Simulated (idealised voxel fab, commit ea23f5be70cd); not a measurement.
Presented below is a process module, voxel transistor to metal.
Square cells of 5 nm make up the cross-section cut, whose width is 165 nm.
A cross-section in this document is a grid of square cells, and it is written down as bands, the top band listed before the ones below it; a band is made up of one or more rows of cells.
Read a band's entry like this: the first values are the height of its top and the height of its bottom in nm, and what follows is the sequence of materials from left to right, each with its width in nm. Note that "empty" is empty space, and that a single material marked "edge to edge" reaches across the band from edge to edge.
Heights are reckoned from 0. Under this level, the received wafer is all of one material. The bottommost band is open-ended downward, for example "from 0 down".
The notation "30 to 40" denotes a width that varies across the rows of cells in the band, beginning at the first number in the top row, finishing at the second number in the bottom row, and changing by an identical amount from each row to the next.
No cell of the cross-section changed in a step that is given as "identical to before".
Empty spaces counting at least 8 cells and having no open way to the top are listed in "Enclosed empty spaces". The notation width x height at distance is used for each, the distance being from the left edge and all three values in nm.
Text after the settings on a step's line: the simulator's own remark on that step.
The line of a step may include "overlay nm". On a step with a mask, this value is how far to the right of its planned place the mask lay. A negative value means the mask lay to the left.

BELOW IS THE LIST OF PLANNED PROCESS STEPS
1: RECEIVE [material Si]
2: CONFORMAL_DEP [material SiO2] [thk nm 5]
3: CONFORMAL_DEP [material SiN] [thk nm 10]
4: PATTERN [tone cover] [mask id ACTIVE] [material resist] [width nm 115] [thk nm 20] [overlay nm 0]
5: DIRECTIONAL_ETCH [etch materials SiN] [depth nm 10]
6: DIRECTIONAL_ETCH [etch materials SiO2] [depth nm 5]
7: DIRECTIONAL_ETCH [etch materials Si] [depth nm 25]
8: STRIP [etch materials resist]
9: FILL_DEP [material SiO2] [thk nm 10]
10: CMP [height nm 15]
11: SELECTIVE_ETCH [etch materials SiO2] [depth nm 10]
12: STRIP [etch materials SiN]
13: SELECTIVE_ETCH [etch materials SiO2] [depth nm 5]
14: OXIDIZE [depth nm 5]
15: DIRECTIONAL_DEP [material polySi] [thk nm 25]
16: DIRECTIONAL_DEP [material SiCN] [thk nm 15]
17: MASKED_ETCH [tone cover] [mask id GATE] [width nm 25] [etch materials SiCN] [depth nm 25] [overlay nm 0]
18: MASKED_ETCH [tone cover] [mask id GATE] [width nm 25] [etch materials polySi] [depth nm 35] [overlay nm 0]
19: CONFORMAL_DEP [material SiN] [thk nm 10]
20: DIRECTIONAL_ETCH [etch materials SiN] [depth nm 10]
21: DIRECTIONAL_ETCH [etch materials SiO2] [depth nm 5]
22: DIRECTIONAL_ETCH [etch materials Si] [depth nm 15]
23: EPI [material nSi] [thk nm 20]
24: FILL_DEP [material SiO2] [thk nm 5]
25: CMP [height nm 25]
26: STRIP [etch materials polySi]
27: SELECTIVE_ETCH [etch materials SiO2] [depth nm 5]
28: CONFORMAL_DEP [material HfO2] [thk nm 5]
29: CONFORMAL_DEP [material TiN] [thk nm 5]
30: FILL_DEP [material W] [thk nm 5]
31: CMP [height nm 20]
32: DIRECTIONAL_DEP [material SiO2] [thk nm 10]
33: PATTERN [tone open] [mask id CONTACT] [material resist] [width nm 15] [pitch nm 75] [thk nm 20] [overlay nm 0]
34: DIRECTIONAL_ETCH [etch materials SiO2] [depth nm 30]
35: STRIP [etch materials resist]
36: CONFORMAL_DEP [material TiN] [thk nm 5]
37: FILL_DEP [material W] [thk nm 5]
38: CMP [height nm 30]
39: CONFORMAL_DEP [material SiCN] [thk nm 5]
40: DIRECTIONAL_DEP [material lowk] [thk nm 20]
41: DIRECTIONAL_DEP [material aC] [thk nm 15]
42: PATTERN [tone open] [mask id METAL_1] [material resist] [width nm 20] [pitch nm 75] [thk nm 30] [overlay nm 0]
43: DIRECTIONAL_ETCH [etch materials aC] [depth nm 15]
44: STRIP [etch materials resist]
45: DIRECTIONAL_ETCH [etch materials lowk] [depth nm 20]
46: DIRECTIONAL_ETCH [etch materials SiCN] [depth nm 5]
47: STRIP [etch materials aC]
48: CONFORMAL_DEP [material TiN] [thk nm 5]
49: FILL_DEP [material Cu] [thk nm 5]
50: CMP [height nm 55]
51: EPI [material Ru] [thk nm 5]
52: FILL_DEP [material SiCN] [thk nm 5]
53: DIRECTIONAL_DEP [material lowk] [thk nm 30]
54: MASKED_ETCH [tone open] [mask id METAL_2] [width nm 20] [pitch nm 75] [etch materials lowk] [depth nm 15] [overlay nm 0]
55: MASKED_ETCH [tone open] [mask id METAL_2_HOLES] [width nm 15] [pitch nm 75] [etch materials lowk] [depth nm 15] [overlay nm 0]
56: MASKED_ETCH [tone open] [mask id METAL_2_HOLES] [width nm 15] [pitch nm 75] [etch materials SiCN] [depth nm 5] [overlay nm 0]
57: CONFORMAL_DEP [material TiN] [thk nm 5]
58: FILL_DEP [material Cu] [thk nm 5]
59: CMP [height nm 95]
60: CONFORMAL_DEP [material SiCN] [thk nm 5]
Wafer-to-wafer difference: width nm, step 33. Common start. Plan = first wafer's value.

SECTIONAL VIEW: FIRST OF SEVERAL WAFERS, AS RECEIVED, AFTER STEP 1
- from 0 down  Si edge to edge
- Enclosed empty spaces: none

PER WAFER, END OF MODULE: CELLS GAINED (+) OR LOST (-) PER MATERIAL SINCE RECEIPT, THEN CLOSED VOIDS
width nm 15; +32 Cu; +15 HfO2; +12 Ru; -115 Si; +106 SiCN; +16 SiN; +167 SiO2; +82 TiN; +7 W; +256 lowk; +82 nSi; Enclosed empty spaces: none
width nm 20; +32 Cu; +15 HfO2; +12 Ru; -115 Si; +106 SiCN; +16 SiN; +158 SiO2; +87 TiN; +11 W; +256 lowk; +82 nSi; Enclosed empty spaces: none
width nm 25; +32 Cu; +15 HfO2; +12 Ru; -115 Si; +106 SiCN; +16 SiN; +149 SiO2; +92 TiN; +15 W; +256 lowk; +82 nSi; Enclosed empty spaces: none
width nm 30; +32 Cu; +15 HfO2; +12 Ru; -115 Si; +106 SiCN; +16 SiN; +140 SiO2; +97 TiN; +19 W; +256 lowk; +82 nSi; Enclosed empty spaces: none
width nm 35; +32 Cu; +15 HfO2; +12 Ru; -115 Si; +106 SiCN; +16 SiN; +132 SiO2; +99 TiN; +25 W; +256 lowk; +82 nSi; Enclosed empty spaces: none
